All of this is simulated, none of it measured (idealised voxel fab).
This section sets out a process module, namely voxel gate over fins.
It is cross-section cut that appears here, measuring 195 nm in width, its square cells being 5 nm in size.
Just so we're on the same page, the cross-sections are grids of square cells, and they're listed out in bands top to bottom, each band one or more rows deep. Top height, bottom height, nm. Materials left to right, width each, nm. Single material + "throughout" = fills band edge to edge. "blank" = empty. Height reference: 0 = level under which incoming wafer is all one material. Lowest band: no bottom, runs on downward, e.g. "0 -> down". Width: "30 to 40" (first number = top row, second number = bottom row, same change from row to row of cells). Where a step carries "identical to before", the cross-section came out of it unchanged, cell for cell. Empty spaces without an open route to the top, at least 8 cells in extent, make up the entry "Enclosed empty spaces"; each is given as width x height at distance, where the distance is measured from the left edge, and all are in nm. It should be noted that, on the line of a given step, the content following the step's settings is a remark produced by the simulator itself with respect to that step. "overlay nm" answers the question of how far to the right of plan the mask lay on a step that has a mask, and when it is negative the answer is to the left.
## Steps planned for the process
1. op RECEIVE | material Si
2. op CONFORMAL_DEP | material SiN | thk nm 5
3. op PATTERN | tone cover | mask id FINS | material resist | width nm 15 | pitch nm 40 | thk nm 20 | overlay nm 0
4. op DIRECTIONAL_ETCH | etch materials SiN | depth nm 5
5. op DIRECTIONAL_ETCH | etch materials Si | depth nm 35
6. op STRIP | etch materials resist
7. op OXIDIZE | depth nm 5
8. op FILL_DEP | material SiO2 | thk nm 15
9. op CMP | height nm 5
10. op SELECTIVE_ETCH | etch materials SiO2 | depth nm 20
11. op STRIP | etch materials SiN
12. op CONFORMAL_DEP | material HfO2 | thk nm 5
13. op CONFORMAL_DEP | material TiN | thk nm 5
14. op FILL_DEP | material W | thk nm 15
15. op CMP | height nm 20
16. op CONFORMAL_DEP | material SiCN | thk nm 10
## First wafer out of two, processed as planned
## The cross-section here shows the wafer as received, i.e. in its state after step 1
> 0 -> down  Si throughout
> Enclosed empty spaces: none
## So this is the wafer cross-section right after step 2
> 5 -> 0  SiN throughout
> Unchanged below 0.
## So this is the wafer cross-section right after step 3
> 25 -> 5  blank=70, then resist=15, then blank=25, then resist=15, then blank=70
> Unchanged below 5.
## So this is the wafer cross-section right after step 4
> 25 -> 5  blank=70, then resist=15, then blank=25, then resist=15, then blank=70
> 5 -> 0  blank=70, then SiN=15, then blank=25, then SiN=15, then blank=70
> Unchanged below 0.
## So this is the wafer cross-section right after step 5
> 25 -> 5  blank=70, then resist=15, then blank=25, then resist=15, then blank=70
> 5 -> 0  blank=70, then SiN=15, then blank=25, then SiN=15, then blank=70
> 0 -> -35  blank=70, then Si=15, then blank=25, then Si=15, then blank=70
> Unchanged below -35.
## So this is the wafer cross-section right after step 6
> 5 -> 0  blank=70, then SiN=15, then blank=25, then SiN=15, then blank=70
> Unchanged below 0.
## So this is the wafer cross-section right after step 7
> 5 -> 0  blank=70, then SiN=15, then blank=25, then SiN=15, then blank=70
> 0 -> -35  blank=70, then SiO2=5, then Si=5, then SiO2=5, then blank=25, then SiO2=5, then Si=5, then SiO2=5, then blank=70
> -35 -> -40  SiO2=75, then Si=5, then SiO2=35, then Si=5, then SiO2=75
> Unchanged below -40.
## So this is the wafer cross-section right after step 8
> 20 -> 5  SiO2 throughout
> 5 -> 0  SiO2=70, then SiN=15, then SiO2=25, then SiN=15, then SiO2=70
> 0 -> -40  SiO2=75, then Si=5, then SiO2=35, then Si=5, then SiO2=75
> Unchanged below -40.
## So this is the wafer cross-section right after step 9
> 5 -> 0  SiO2=70, then SiN=15, then SiO2=25, then SiN=15, then SiO2=70
> Unchanged below 0.
## So this is the wafer cross-section right after step 10
> 5 -> 0  blank=70, then SiN=15, then blank=25, then SiN=15, then blank=70
> 0 -> -15  blank=75, then Si=5, then blank=35, then Si=5, then blank=75
> Unchanged below -15.
## So this is the wafer cross-section right after step 11
> 0 -> -15  blank=75, then Si=5, then blank=35, then Si=5, then blank=75
> Unchanged below -15.
## So this is the wafer cross-section right after step 12
> 5 -> 0  blank=70, then HfO2=15, then blank=25, then HfO2=15, then blank=70
> 0 -> -10  blank=70, then HfO2=5, then Si=5, then HfO2=5, then blank=25, then HfO2=5, then Si=5, then HfO2=5, then blank=70
> -10 -> -15  HfO2=75, then Si=5, then HfO2=35, then Si=5, then HfO2=75
> Unchanged below -15.
## So this is the wafer cross-section right after step 13
> 10 -> 5  blank=65, then TiN=25, then blank=15, then TiN=25, then blank=65
> 5 -> 0  blank=65, then TiN=5, then HfO2=15, then TiN=5, then blank=15, then TiN=5, then HfO2=15, then TiN=5, then blank=65
> 0 -> -5  blank=65, then TiN=5, then HfO2=5, then Si=5, then HfO2=5, then TiN=5, then blank=15, then TiN=5, then HfO2=5, then Si=5, then HfO2=5, then TiN=5, then blank=65
> -5 -> -10  TiN=70, then HfO2=5, then Si=5, then HfO2=5, then TiN=25, then HfO2=5, then Si=5, then HfO2=5, then TiN=70
> Unchanged below -10.
## So this is the wafer cross-section right after step 14
> 25 -> 10  W throughout
> 10 -> 5  W=65, then TiN=25, then W=15, then TiN=25, then W=65
> 5 -> 0  W=65, then TiN=5, then HfO2=15, then TiN=5, then W=15, then TiN=5, then HfO2=15, then TiN=5, then W=65
> 0 -> -5  W=65, then TiN=5, then HfO2=5, then Si=5, then HfO2=5, then TiN=5, then W=15, then TiN=5, then HfO2=5, then Si=5, then HfO2=5, then TiN=5, then W=65
> Unchanged below -5.
## So this is the wafer cross-section right after step 15
> 20 -> 10  W throughout
> Unchanged below 10.
## So this is the wafer cross-section right after step 16
> 30 -> 20  SiCN throughout
> Unchanged below 20.
## It is to be noted that the second wafer proceeded from the same initial state and according to the same plan as the first, although one mistake was committed in its execution; through step 2, inclusive, the two wafers share an identical history
## Second wafer: cross-section at the scheduled end of step 3
> 25 -> 5  blank=75, then resist=15, then blank=25, then resist=15, then blank=65
> Unchanged below 5.
## Second wafer: cross-section at the scheduled end of step 4
> 25 -> 5  blank=75, then resist=15, then blank=25, then resist=15, then blank=65
> 5 -> 0  blank=75, then SiN=15, then blank=25, then SiN=15, then blank=65
> Unchanged below 0.
## Second wafer: cross-section at the scheduled end of step 5
> 25 -> 5  blank=75, then resist=15, then blank=25, then resist=15, then blank=65
> 5 -> 0  blank=75, then SiN=15, then blank=25, then SiN=15, then blank=65
> 0 -> -35  blank=75, then Si=15, then blank=25, then Si=15, then blank=65
> Unchanged below -35.
## Second wafer: cross-section at the scheduled end of step 6
> 5 -> 0  blank=75, then SiN=15, then blank=25, then SiN=15, then blank=65
> Unchanged below 0.
## Second wafer: cross-section at the scheduled end of step 7
> 5 -> 0  blank=75, then SiN=15, then blank=25, then SiN=15, then blank=65
> 0 -> -35  blank=75, then SiO2=5, then Si=5, then SiO2=5, then blank=25, then SiO2=5, then Si=5, then SiO2=5, then blank=65
> -35 -> -40  SiO2=80, then Si=5, then SiO2=35, then Si=5, then SiO2=70
> Unchanged below -40.
## Second wafer: cross-section at the scheduled end of step 8
> 20 -> 5  SiO2 throughout
> 5 -> 0  SiO2=75, then SiN=15, then SiO2=25, then SiN=15, then SiO2=65
> 0 -> -40  SiO2=80, then Si=5, then SiO2=35, then Si=5, then SiO2=70
> Unchanged below -40.
## Second wafer: cross-section at the scheduled end of step 9
> 5 -> 0  SiO2=75, then SiN=15, then SiO2=25, then SiN=15, then SiO2=65
> Unchanged below 0.
## Second wafer: cross-section at the scheduled end of step 10
> 5 -> 0  blank=75, then SiN=15, then blank=25, then SiN=15, then blank=65
> 0 -> -15  blank=80, then Si=5, then blank=35, then Si=5, then blank=70
> Unchanged below -15.
## Second wafer: cross-section at the scheduled end of step 11
> 0 -> -15  blank=80, then Si=5, then blank=35, then Si=5, then blank=70
> Unchanged below -15.
## Second wafer: cross-section at the scheduled end of step 12
> 5 -> 0  blank=75, then HfO2=15, then blank=25, then HfO2=15, then blank=65
> 0 -> -10  blank=75, then HfO2=5, then Si=5, then HfO2=5, then blank=25, then HfO2=5, then Si=5, then HfO2=5, then blank=65
> -10 -> -15  HfO2=80, then Si=5, then HfO2=35, then Si=5, then HfO2=70
> Unchanged below -15.
## Second wafer: cross-section at the scheduled end of step 13
> 10 -> 5  blank=70, then TiN=25, then blank=15, then TiN=25, then blank=60
> 5 -> 0  blank=70, then TiN=5, then HfO2=15, then TiN=5, then blank=15, then TiN=5, then HfO2=15, then TiN=5, then blank=60
> 0 -> -5  blank=70, then TiN=5, then HfO2=5, then Si=5, then HfO2=5, then TiN=5, then blank=15, then TiN=5, then HfO2=5, then Si=5, then HfO2=5, then TiN=5, then blank=60
> -5 -> -10  TiN=75, then HfO2=5, then Si=5, then HfO2=5, then TiN=25, then HfO2=5, then Si=5, then HfO2=5, then TiN=65
> Unchanged below -10.
## Second wafer: cross-section at the scheduled end of step 14
> 25 -> 10  W throughout
> 10 -> 5  W=70, then TiN=25, then W=15, then TiN=25, then W=60
> 5 -> 0  W=70, then TiN=5, then HfO2=15, then TiN=5, then W=15, then TiN=5, then HfO2=15, then TiN=5, then W=60
> 0 -> -5  W=70, then TiN=5, then HfO2=5, then Si=5, then HfO2=5, then TiN=5, then W=15, then TiN=5, then HfO2=5, then Si=5, then HfO2=5, then TiN=5, then W=60
> Unchanged below -5.
## Second wafer: cross-section at the scheduled end of step 15
> 20 -> 10  W throughout
> Unchanged below 10.
## Second wafer: cross-section at the scheduled end of step 16
> 30 -> 20  SiCN throughout
> Unchanged below 20.
Processing error: step 3 changed vs plan, executed as op PATTERN | tone cover | mask id FINS | material resist | width nm 15 | pitch nm 40 | thk nm 20 | overlay nm 5
At the close, every material occupies the same number of cells on the second wafer as on the first, only in different positions.
